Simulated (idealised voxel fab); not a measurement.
Module name: voxel capacitor over wiring (process module)
160 nm wide, 5 nm square cells: that's cross-section cut.
In this document a cross-section is written as a grid of square cells. It is given as a series of bands, listed from the top down, and a band is one or more rows of cells.
Band: top height; bottom height; in nm. Then, left to right: material with width in nm, for each material. "everywhere": a single material spanning edge to edge. "blank": empty space.
Height 0 is the level under which the wafer as received is all one material. The lowest band goes on downwards, as in "z 0 and below".
The notation "30->40" denotes a width that varies across the rows of cells in the band, beginning at the first number in the top row, finishing at the second number in the bottom row, and changing by an identical amount from each row to the next.
No cell of the cross-section changed in a step that is given as "identical to before".
You'll see "Closed internal cavities" listing empty spaces that have no way open to the top, as long as they're 8 cells or more; the notation is width x height at distance, where the distance is from the left edge, and all of it is in nm.
Post-settings text on a step line: simulator's own remark regarding the step.
"overlay nm" on a masked step: distance the mask lay right of its planned place, negative for left.
# The steps planned for the process are as follows
| 1 | RECEIVE with material Si |
| 2 | CONFORMAL_DEP with material SiO2, thk nm 10 |
| 3 | CONFORMAL_DEP with material SiCN, thk nm 5 |
| 4 | DIRECTIONAL_DEP with material SiO2, thk nm 25 |
| 5 | MASKED_ETCH with tone open, mask id METAL_1, width nm 20, pitch nm 75, etch materials SiO2, depth nm 25, overlay nm 0 |
| 6 | MASKED_ETCH with tone open, mask id METAL_1, width nm 20, pitch nm 75, etch materials SiCN, depth nm 5, overlay nm 0 |
| 7 | CONFORMAL_DEP with material TiN, thk nm 5 |
| 8 | FILL_DEP with material Cu, thk nm 5 |
| 9 | CMP with height nm 40 |
| 10 | CONFORMAL_DEP with material SiCN, thk nm 5 |
| 11 | DIRECTIONAL_DEP with material lowk, thk nm 20 |
| 12 | DIRECTIONAL_DEP with material aC, thk nm 15 |
| 13 | PATTERN with tone open, mask id PLUG_1, material resist, width nm 15, thk nm 35, overlay nm 0 |
| 14 | DIRECTIONAL_ETCH with etch materials aC, depth nm 15 |
| 15 | STRIP with etch materials resist |
| 16 | DIRECTIONAL_ETCH with etch materials lowk, depth nm 20 |
| 17 | DIRECTIONAL_ETCH with etch materials SiCN, depth nm 5 |
| 18 | STRIP with etch materials aC |
| 19 | EPI with material Ru, thk nm 10 |
| 20 | EPI with material Ru, thk nm 10 |
| 21 | EPI with material Ru, thk nm 5 |
| 22 | DIRECTIONAL_DEP with material TiN, thk nm 10 |
| 23 | DIRECTIONAL_DEP with material Al2O3, thk nm 5 |
| 24 | DIRECTIONAL_DEP with material TiN, thk nm 5 |
| 25 | PATTERN with tone cover, mask id UPPER_PLATE, material resist, width nm 60, thk nm 15, overlay nm 0 |
| 26 | DIRECTIONAL_ETCH with etch materials TiN, depth nm 5 |
| 27 | DIRECTIONAL_ETCH with etch materials Al2O3, depth nm 5 |
| 28 | STRIP with etch materials resist |
| 29 | PATTERN with tone cover, mask id LOWER_PLATE, material resist, width nm 70, thk nm 15, overlay nm 0 |
| 30 | DIRECTIONAL_ETCH with etch materials TiN, depth nm 10 |
| 31 | STRIP with etch materials resist |
| 32 | FILL_DEP with material SiO2, thk nm 20 |
| 33 | CMP with height nm 100 |
| 34 | DIRECTIONAL_DEP with material aC, thk nm 15 |
| 35 | PATTERN with tone open, mask id PLUG_2, material resist, width nm 15, thk nm 30, overlay nm 0 |
| 36 | DIRECTIONAL_ETCH with etch materials aC, depth nm 15 |
| 37 | STRIP with etch materials resist |
| 38 | DIRECTIONAL_ETCH with etch materials SiO2, depth nm 15 |
| 39 | STRIP with etch materials aC |
| 40 | CONFORMAL_DEP with material TiN, thk nm 5 |
| 41 | FILL_DEP with material Cu, thk nm 5 |
| 42 | CMP with height nm 100 |
| 43 | CONFORMAL_DEP with material SiCN, thk nm 5 |
# First of two wafers, processed according to plan
# Received-state cross-section, reflecting completion of step 1
z 0 and below: Si everywhere
Closed internal cavities: none
# State of the wafer after step 2, shown in cross-section
z 10 to 0: SiO2 everywhere
Note: structure below 0 unchanged.
# State of the wafer after step 3, shown in cross-section
z 15 to 10: SiCN everywhere
Note: structure below 10 unchanged.
# State of the wafer after step 4, shown in cross-section
z 40 to 15: SiO2 everywhere
Note: structure below 15 unchanged.
# State of the wafer after step 5, shown in cross-section
z 40 to 15: 30 of SiO2, then 20 of blank, then 55 of SiO2, then 20 of blank, then 35 of SiO2
Note: structure below 15 unchanged.
# State of the wafer after step 6, shown in cross-section
z 40 to 15: 30 of SiO2, then 20 of blank, then 55 of SiO2, then 20 of blank, then 35 of SiO2
z 15 to 10: 30 of SiCN, then 20 of blank, then 55 of SiCN, then 20 of blank, then 35 of SiCN
Note: structure below 10 unchanged.
# State of the wafer after step 7, shown in cross-section
z 45 to 40: 35 of TiN, then 10 of blank, then 65 of TiN, then 10 of blank, then 40 of TiN
z 40 to 15: 30 of SiO2, then 5 of TiN, then 10 of blank, then 5 of TiN, then 55 of SiO2, then 5 of TiN, then 10 of blank, then 5 of TiN, then 35 of SiO2
z 15 to 10: 30 of SiCN, then 20 of TiN, then 55 of SiCN, then 20 of TiN, then 35 of SiCN
Note: structure below 10 unchanged.
# State of the wafer after step 8, shown in cross-section
z 50 to 45: Cu everywhere
z 45 to 40: 35 of TiN, then 10 of Cu, then 65 of TiN, then 10 of Cu, then 40 of TiN
z 40 to 15: 30 of SiO2, then 5 of TiN, then 10 of Cu, then 5 of TiN, then 55 of SiO2, then 5 of TiN, then 10 of Cu, then 5 of TiN, then 35 of SiO2
Note: structure below 15 unchanged.
# State of the wafer after step 9, shown in cross-section
z 40 to 15: 30 of SiO2, then 5 of TiN, then 10 of Cu, then 5 of TiN, then 55 of SiO2, then 5 of TiN, then 10 of Cu, then 5 of TiN, then 35 of SiO2
Note: structure below 15 unchanged.
# State of the wafer after step 10, shown in cross-section
z 45 to 40: SiCN everywhere
Note: structure below 40 unchanged.
# State of the wafer after step 11, shown in cross-section
z 65 to 45: lowk everywhere
Note: structure below 45 unchanged.
# State of the wafer after step 12, shown in cross-section
z 80 to 65: aC everywhere
Note: structure below 65 unchanged.
# State of the wafer after step 13, shown in cross-section
z 115 to 80: 35 of resist, then 15 of blank, then 110 of resist
Note: structure below 80 unchanged.
# State of the wafer after step 14, shown in cross-section
z 100 to 80: 35 of resist, then 15 of blank, then 110 of resist
z 80 to 65: 35 of aC, then 15 of blank, then 110 of aC
Note: structure below 65 unchanged.
# State of the wafer after step 15, shown in cross-section
z 80 to 65: 35 of aC, then 15 of blank, then 110 of aC
Note: structure below 65 unchanged.
# State of the wafer after step 16, shown in cross-section
z 80 to 65: 35 of aC, then 15 of blank, then 110 of aC
z 65 to 45: 35 of lowk, then 15 of blank, then 110 of lowk
Note: structure below 45 unchanged.
# State of the wafer after step 17, shown in cross-section
z 80 to 65: 35 of aC, then 15 of blank, then 110 of aC
z 65 to 45: 35 of lowk, then 15 of blank, then 110 of lowk
z 45 to 40: 35 of SiCN, then 15 of blank, then 110 of SiCN
Note: structure below 40 unchanged.
# State of the wafer after step 18, shown in cross-section
z 65 to 45: 35 of lowk, then 15 of blank, then 110 of lowk
Note: structure below 45 unchanged.
# State of the wafer after step 19, shown in cross-section
z 65 to 50: 35 of lowk, then 15 of blank, then 110 of lowk
z 50 to 45: 35 of lowk, then 15 of Ru, then 110 of lowk
z 45 to 40: 35 of SiCN, then 15 of Ru, then 110 of SiCN
Note: structure below 40 unchanged.
# State of the wafer after step 20, shown in cross-section
z 65 to 60: 35 of lowk, then 15 of blank, then 110 of lowk
z 60 to 45: 35 of lowk, then 15 of Ru, then 110 of lowk
Note: structure below 45 unchanged.
# State of the wafer after step 21, shown in cross-section
z 65 to 45: 35 of lowk, then 15 of Ru, then 110 of lowk
Note: structure below 45 unchanged.
# State of the wafer after step 22, shown in cross-section
z 75 to 65: TiN everywhere
Note: structure below 65 unchanged.
# State of the wafer after step 23, shown in cross-section
z 80 to 75: Al2O3 everywhere
Note: structure below 75 unchanged.
# State of the wafer after step 24, shown in cross-section
z 85 to 80: TiN everywhere
Note: structure below 80 unchanged.
# State of the wafer after step 25, shown in cross-section
z 100 to 85: 35 of blank, then 60 of resist, then 65 of blank
Note: structure below 85 unchanged.
# State of the wafer after step 26, shown in cross-section
z 100 to 85: 35 of blank, then 60 of resist, then 65 of blank
z 85 to 80: 35 of blank, then 60 of TiN, then 65 of blank
Note: structure below 80 unchanged.
# State of the wafer after step 27, shown in cross-section
z 100 to 85: 35 of blank, then 60 of resist, then 65 of blank
z 85 to 80: 35 of blank, then 60 of TiN, then 65 of blank
z 80 to 75: 35 of blank, then 60 of Al2O3, then 65 of blank
Note: structure below 75 unchanged.
# State of the wafer after step 28, shown in cross-section
z 85 to 80: 35 of blank, then 60 of TiN, then 65 of blank
Note: structure below 80 unchanged.
# State of the wafer after step 29, shown in cross-section
z 100 to 85: 30 of blank, then 70 of resist, then 60 of blank
z 85 to 80: 30 of blank, then 5 of resist, then 60 of TiN, then 5 of resist, then 60 of blank
z 80 to 75: 30 of blank, then 5 of resist, then 60 of Al2O3, then 5 of resist, then 60 of blank
Note: structure below 75 unchanged.
# State of the wafer after step 30, shown in cross-section
z 100 to 85: 30 of blank, then 70 of resist, then 60 of blank
z 85 to 80: 30 of blank, then 5 of resist, then 60 of TiN, then 5 of resist, then 60 of blank
z 80 to 75: 30 of blank, then 5 of resist, then 60 of Al2O3, then 5 of resist, then 60 of blank
z 75 to 65: 30 of blank, then 70 of TiN, then 60 of blank
Note: structure below 65 unchanged.
# State of the wafer after step 31, shown in cross-section
z 85 to 80: 35 of blank, then 60 of TiN, then 65 of blank
z 80 to 75: 35 of blank, then 60 of Al2O3, then 65 of blank
Note: structure below 75 unchanged.
# State of the wafer after step 32, shown in cross-section
z 105 to 85: SiO2 everywhere
z 85 to 80: 35 of SiO2, then 60 of TiN, then 65 of SiO2
z 80 to 75: 35 of SiO2, then 60 of Al2O3, then 65 of SiO2
z 75 to 65: 30 of SiO2, then 70 of TiN, then 60 of SiO2
Note: structure below 65 unchanged.
# State of the wafer after step 33, shown in cross-section
z 100 to 85: SiO2 everywhere
Note: structure below 85 unchanged.
# State of the wafer after step 34, shown in cross-section
z 115 to 100: aC everywhere
Note: structure below 100 unchanged.
# State of the wafer after step 35, shown in cross-section
z 145 to 115: 45 of resist, then 15 of blank, then 100 of resist
Note: structure below 115 unchanged.
# State of the wafer after step 36, shown in cross-section
z 130 to 115: 45 of resist, then 15 of blank, then 100 of resist
z 115 to 100: 45 of aC, then 15 of blank, then 100 of aC
Note: structure below 100 unchanged.
# State of the wafer after step 37, shown in cross-section
z 115 to 100: 45 of aC, then 15 of blank, then 100 of aC
Note: structure below 100 unchanged.
# State of the wafer after step 38, shown in cross-section
z 115 to 100: 45 of aC, then 15 of blank, then 100 of aC
z 100 to 85: 45 of SiO2, then 15 of blank, then 100 of SiO2
Note: structure below 85 unchanged.
# State of the wafer after step 39, shown in cross-section
z 100 to 85: 45 of SiO2, then 15 of blank, then 100 of SiO2
Note: structure below 85 unchanged.
# State of the wafer after step 40, shown in cross-section
z 105 to 100: 50 of TiN, then 5 of blank, then 105 of TiN
z 100 to 90: 45 of SiO2, then 5 of TiN, then 5 of blank, then 5 of TiN, then 100 of SiO2
z 90 to 80: 45->35 of SiO2, then 15->60 of TiN, then 100->65 of SiO2
Note: structure below 80 unchanged.
# State of the wafer after step 41, shown in cross-section
z 110 to 105: Cu everywhere
z 105 to 100: 50 of TiN, then 5 of Cu, then 105 of TiN
z 100 to 90: 45 of SiO2, then 5 of TiN, then 5 of Cu, then 5 of TiN, then 100 of SiO2
Note: structure below 90 unchanged.
# State of the wafer after step 42, shown in cross-section
z 100 to 90: 45 of SiO2, then 5 of TiN, then 5 of Cu, then 5 of TiN, then 100 of SiO2
Note: structure below 90 unchanged.
# State of the wafer after step 43, shown in cross-section
z 105 to 100: SiCN everywhere
Note: structure below 100 unchanged.
# Here the second wafer is described. Its start and its plan were those of the first wafer. Its run contained one mistake. Up to and including step 42, it did exactly what the first wafer did
# Cross-sectional representation of the second wafer at the time designated in the plan for the completion of step 43
z 115 to 100: SiCN everywhere
Note: structure below 100 unchanged.
Finding, execution versus plan: it should be noted that step 43 was executed with settings other than those planned, the operation and settings actually applied being CONFORMAL_DEP with material SiCN, thk nm 15
Heads up, by the end the second wafer has more or fewer cells of some materials compared to the first: SiCN +64
